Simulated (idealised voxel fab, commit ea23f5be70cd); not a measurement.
process module | voxel self aligned vias
Section cut is 185 nm wide and gridded with 5 nm square cells.
A cross-section is written here as square cells arranged in a grid, and it is given in bands from the top down, each band taking up one or more rows of cells.
The band entry comprises the height of the band's top followed by the height of its bottom, expressed in nm, and subsequently the band's materials from left to right, each stated together with its width in nm. Where a single material is marked with the word "throughout", that material fills the band from edge to edge. The word "air" represents empty space.
Convention: height 0 is the level below which the wafer, as received, is all one material. The lowest band does not terminate at the bottom but continues downward, represented as "0 down".
Graded width ("30->40"): value in top row of band = first number; value in bottom row = second number; row-to-row change constant.
Reading "remained unchanged" for a step: not a cell of the cross-section changed in it.
Heads up: "Trapped voids" only lists the empty pockets with no open path to the top that are 8 cells or more, and it writes them as width x height at distance, distance from the left edge, in nm.
On a step's line, text after the settings is the simulator commenting on that step.
If you see "overlay nm" on a step's line and that step has a mask, it's telling you how far right of where it was planned the mask ended up; a negative number means it went left instead.

This section lists the process steps that were planned:
step 1: RECEIVE | material Si
step 2: CONFORMAL_DEP | material SiO2 | thk nm 10
step 3: CONFORMAL_DEP | material SiCN | thk nm 5
step 4: DIRECTIONAL_DEP | material SiO2 | thk nm 25
step 5: MASKED_ETCH | tone open | mask id LINES | width nm 25 | pitch nm 70 | etch materials SiO2 | depth nm 25 | overlay nm 0
step 6: CONFORMAL_DEP | material TiN | thk nm 5
step 7: FILL_DEP | material Ru | thk nm 10
step 8: CMP | height nm 40
step 9: SELECTIVE_ETCH | etch materials W Ru TiN | depth nm 5
step 10: FILL_DEP | material SiN | thk nm 10
step 11: CMP | height nm 40
step 12: DIRECTIONAL_DEP | material SiO2 | thk nm 20
step 13: DIRECTIONAL_DEP | material aC | thk nm 10
step 14: PATTERN | tone open | mask id VIAS | material resist | width nm 45 | thk nm 30 | overlay nm -15
step 15: DIRECTIONAL_ETCH | etch materials aC | depth nm 10
step 16: STRIP | etch materials resist
step 17: DIRECTIONAL_ETCH | etch materials SiO2 | depth nm 20
step 18: DIRECTIONAL_ETCH | etch materials SiN | depth nm 5
step 19: STRIP | etch materials aC
step 20: CONFORMAL_DEP | material TiN | thk nm 5
step 21: FILL_DEP | material Ru | thk nm 10
step 22: CMP | height nm 60
step 23: CONFORMAL_DEP | material SiCN | thk nm 5
Heads up: all these wafers start the same, and what changes between them is the overlay nm in step 14. The value you see in the plan is just what the first wafer got.

The first of several wafers in cross-section, exactly as it reached us after step 1:
0 down  Si throughout
Trapped voids: none

Per wafer, end of module: cells gained (+) or lost (-) per material since receipt, then closed voids:
overlay nm -15, +41 Ru, +74 SiCN, +6 SiN, +321 SiO2, +39 TiN, Trapped voids: none
overlay nm -10, +42 Ru, +74 SiCN, +5 SiN, +321 SiO2, +39 TiN, Trapped voids: none
overlay nm -5, +42 Ru, +74 SiCN, +5 SiN, +321 SiO2, +39 TiN, Trapped voids: none
overlay nm 0, +42 Ru, +74 SiCN, +5 SiN, +321 SiO2, +39 TiN, Trapped voids: none
overlay nm 5, +42 Ru, +74 SiCN, +5 SiN, +321 SiO2, +39 TiN, Trapped voids: none
overlay nm 10, +42 Ru, +74 SiCN, +5 SiN, +321 SiO2, +39 TiN, Trapped voids: none
overlay nm 15, +41 Ru, +74 SiCN, +6 SiN, +321 SiO2, +39 TiN, Trapped voids: none
